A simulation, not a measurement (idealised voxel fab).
process module | voxel air gaps
cross-section cut | 185 nm wide | cells 5 nm
A cross-section is a grid of square cells, given in bands from the top down. A band is one or more rows of cells.
Each band's line starts with the height of the band's top and of its bottom, in nm. Then come its materials from left to right, each with its width in nm. One material with "throughout" fills the band from edge to edge. "air" is empty space.
Height 0 is the level under which the wafer as received is all one material. The lowest band goes on downwards, as in "0 down".
A width such as "30 to 40" changes by the same amount from each row of cells to the next, from the band's top row to its bottom row.
"no change" after a step means that no cell of the cross-section changed.
closed voids: empty space of 8 cells or more with no open way to the top, each as width x height at its distance from the left edge, in nm
after a step's settings: what the simulator itself notes on the step
overlay nm, on a step with a mask: how far to the right of its planned place the mask lay; to the left if negative
plan
1 op RECEIVE | material Si
2 op CONFORMAL_DEP | material SiO2 | thk nm 10
3 op CONFORMAL_DEP | material SiN | thk nm 5
4 op DIRECTIONAL_DEP | material lowk | thk nm 40
5 op PATTERN | tone open | mask id LINES | material resist | width nm 15 | pitch nm 40 | thk nm 15 | overlay nm 0
6 op DIRECTIONAL_ETCH | etch materials lowk | depth nm 40
7 op STRIP | etch materials resist
8 op CONFORMAL_DEP | material TiN | thk nm 5
9 op FILL_DEP | material Ru | thk nm 10
10 op CMP | height nm 55
11 op EPI | material Ru | thk nm 10
12 op SELECTIVE_ETCH | etch materials lowk | depth nm 50
13 op CONFORMAL_DEP | material SiCN | thk nm 5
as received, after step 1
  0 down: Si throughout
  closed voids: none
a wafer at the end: this start, this plan, one mistake
  70 to 65: air 30 | SiCN 125 | air 30
  65 to 55: air 30 | SiCN 5 | Ru 35 | SiCN 5 | Ru 35 | SiCN 5 | Ru 35 | SiCN 5 | air 30
  55 to 50: air 30 | SiCN 15 | TiN 5 | Ru 5 | TiN 5 | SiCN 25 | TiN 5 | Ru 5 | TiN 5 | SiCN 25 | TiN 5 | Ru 5 | TiN 5 | SiCN 15 | air 30
  50 to 20: air 40 | SiCN 5 | TiN 5 | Ru 5 | TiN 5 | SiCN 5 | air 15 | SiCN 5 | TiN 5 | Ru 5 | TiN 5 | SiCN 5 | air 15 | SiCN 5 | TiN 5 | Ru 5 | TiN 5 | SiCN 5 | air 40
  20 to 15: SiCN 45 | TiN 15 | SiCN 25 | TiN 15 | SiCN 25 | TiN 15 | SiCN 45
  15 to 10: SiN throughout
  10 to 0: SiCN throughout
  0 down: Si throughout
  closed voids: 15 x 30 at 65; 15 x 30 at 105
what went wrong: step 2 ran as: op CONFORMAL_DEP | material SiCN | thk nm 10
